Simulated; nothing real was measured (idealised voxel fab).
Module name: voxel transistor to metal (process module)
Each square cell in cross-section cut measures 5 nm, and the section as a whole is 205 nm wide.
Cross-section, as written here: a square-cell grid given band by band from the top down, where a band holds one or more rows of cells. Heads up on the band format: heights come first, top then bottom, in nm. After that it's the materials left to right, each with its width in nm. A single material flagged "full width" fills the whole band edge to edge, and "empty" means there's empty space there. Measure heights from 0. That's the level where, below it, the as-received wafer is all one material. The lowest band is bottomless and extends downward; write it as in "0..down". You'd read "30 to 40" like this: the band's top row of cells is as wide as the first number, its bottom row is as wide as the second, and going down, every row changes width by the same amount as the row before did. Take "stayed the same" at face value: in the step it is given for, the cross-section changed in none of its cells. The entry "Cavities, closed" lists the empty spaces that cover at least 8 cells and have no open path to the top. Each is written as width x height at distance, where the distance is measured from the left edge and all three values are in nm. Anything after a step's settings on that line? It's the simulator's own note about the step. overlay nm, on a step with a mask: how far to the right of its planned place the mask lay; to the left if negative.
**Intended process steps**
1) RECEIVE (material Si)
2) OXIDIZE (depth nm 5)
3) CONFORMAL_DEP (material SiN; thk nm 10)
4) PATTERN (tone cover; mask id ACTIVE; material resist; width nm 110; thk nm 15; overlay nm 0)
5) DIRECTIONAL_ETCH (etch materials SiN; depth nm 10)
6) DIRECTIONAL_ETCH (etch materials SiO2; depth nm 5)
7) DIRECTIONAL_ETCH (etch materials Si; depth nm 35)
8) STRIP (etch materials resist)
9) OXIDIZE (depth nm 5)
10) FILL_DEP (material SiO2; thk nm 15)
11) CMP (height nm 10)
12) SELECTIVE_ETCH (etch materials SiO2; depth nm 10)
13) STRIP (etch materials SiN)
14) SELECTIVE_ETCH (etch materials SiO2; depth nm 5)
15) OXIDIZE (depth nm 5)
16) DIRECTIONAL_DEP (material polySi; thk nm 25)
17) DIRECTIONAL_DEP (material SiCN; thk nm 15)
18) MASKED_ETCH (tone cover; mask id GATE; width nm 20; etch materials SiCN; depth nm 25; overlay nm 0)
19) MASKED_ETCH (tone cover; mask id GATE; width nm 20; etch materials polySi; depth nm 35; overlay nm 0)
20) CONFORMAL_DEP (material SiN; thk nm 5)
21) DIRECTIONAL_ETCH (etch materials SiN; depth nm 5)
22) DIRECTIONAL_ETCH (etch materials SiO2; depth nm 5)
23) DIRECTIONAL_ETCH (etch materials Si; depth nm 5)
24) EPI (material pSi; thk nm 10)
25) FILL_DEP (material SiO2; thk nm 10)
26) CMP (height nm 35)
27) DIRECTIONAL_DEP (material SiO2; thk nm 10)
28) DIRECTIONAL_DEP (material aC; thk nm 15)
29) PATTERN (tone open; mask id CONTACT; material resist; width nm 15; pitch nm 75; thk nm 30; overlay nm 0)
30) DIRECTIONAL_ETCH (etch materials aC; depth nm 15)
31) STRIP (etch materials resist)
32) DIRECTIONAL_ETCH (etch materials SiO2; depth nm 50)
33) STRIP (etch materials aC)
34) CONFORMAL_DEP (material TiN; thk nm 5)
35) FILL_DEP (material W; thk nm 5)
36) CMP (height nm 45)
37) DIRECTIONAL_DEP (material TiN; thk nm 5)
38) DIRECTIONAL_DEP (material W; thk nm 25)
39) PATTERN (tone cover; mask id METAL_1; material resist; width nm 15; pitch nm 75; thk nm 15; overlay nm 0)
40) DIRECTIONAL_ETCH (etch materials W; depth nm 25)
41) DIRECTIONAL_ETCH (etch materials TiN; depth nm 5)
42) STRIP (etch materials resist)
43) FILL_DEP (material lowk; thk nm 10)
44) CMP (height nm 75)
45) CONFORMAL_DEP (material SiCN; thk nm 5)
46) DIRECTIONAL_DEP (material lowk; thk nm 35)
47) MASKED_ETCH (tone open; mask id METAL_2; width nm 15; pitch nm 75; etch materials lowk; depth nm 20; overlay nm 0)
48) MASKED_ETCH (tone open; mask id METAL_2_HOLES; width nm 15; pitch nm 75; etch materials lowk; depth nm 15; overlay nm 0)
49) MASKED_ETCH (tone open; mask id METAL_2_HOLES; width nm 15; pitch nm 75; etch materials SiCN; depth nm 5; overlay nm 0)
50) CONFORMAL_DEP (material TiN; thk nm 5)
51) FILL_DEP (material Cu; thk nm 5)
52) CMP (height nm 115)
53) CONFORMAL_DEP (material SiN; thk nm 5)
**So this is the incoming wafer in cross-section - it's already been through step 1**
* 0..down = Si full width
* Cavities, closed: none
**The plan above was carried out on the starting structure above with one mistake, and this cross-section shows the wafer at the end of the module**
* 120..115 = SiN full width
* 115..105 = lowk (45), then TiN (5), then Cu (15), then TiN (5), then lowk (50), then TiN (5), then Cu (15), then TiN (5), then lowk (60)
* 105..100 = lowk (45), then TiN (15), then Cu (5), then TiN (5), then lowk (50), then TiN (15), then Cu (5), then TiN (5), then lowk (60)
* 100..95 = lowk (55), then TiN (15), then lowk (60), then TiN (15), then lowk (60)
* 95..80 = lowk (55), then TiN (5), then lowk (70), then TiN (5), then lowk (70)
* 80..75 = SiCN (55), then TiN (5), then SiCN (70), then TiN (5), then SiCN (70)
* 75..50 = lowk (55), then W (15), then lowk (60), then W (15), then lowk (60)
* 50..45 = lowk (55), then TiN (15), then lowk (60), then TiN (15), then lowk (60)
* 45..35 = SiO2 (55), then TiN (5), then W (5), then TiN (5), then SiO2 (60), then TiN (5), then W (5), then TiN (5), then SiO2 (60)
* 35..20 = SiO2 (55), then TiN (5), then W (5), then TiN (5), then SiO2 (15), then SiN (5), then SiCN (20), then SiN (5), then SiO2 (15), then TiN (5), then W (5), then TiN (5), then SiO2 (60)
* 20..0 = SiO2 (55), then TiN (5), then W (5), then TiN (5), then SiO2 (15), then SiN (5), then polySi (20), then SiN (5), then SiO2 (15), then TiN (5), then W (5), then TiN (5), then SiO2 (60)
* 0..-5 = SiO2 (55), then TiN (15), then SiO2 (5), then pSi (10), then SiN (5), then polySi (20), then SiN (5), then pSi (10), then SiO2 (5), then TiN (15), then SiO2 (60)
* -5..-10 = SiO2 (45), then pSi (40), then SiO2 (30), then pSi (40), then SiO2 (50)
* -10..-15 = SiO2 (50), then pSi (35), then Si (30), then pSi (35), then SiO2 (55)
* -15..-45 = SiO2 (50), then Si (100), then SiO2 (55)
* -45..down = Si full width
* Cavities, closed: none
Against the plan, the run slipped here: so step 48 ended up running with a different setting than we planned, it ran as MASKED_ETCH (tone open; mask id METAL_2_HOLES; width nm 15; pitch nm 75; etch materials lowk; depth nm 15; overlay nm -10)
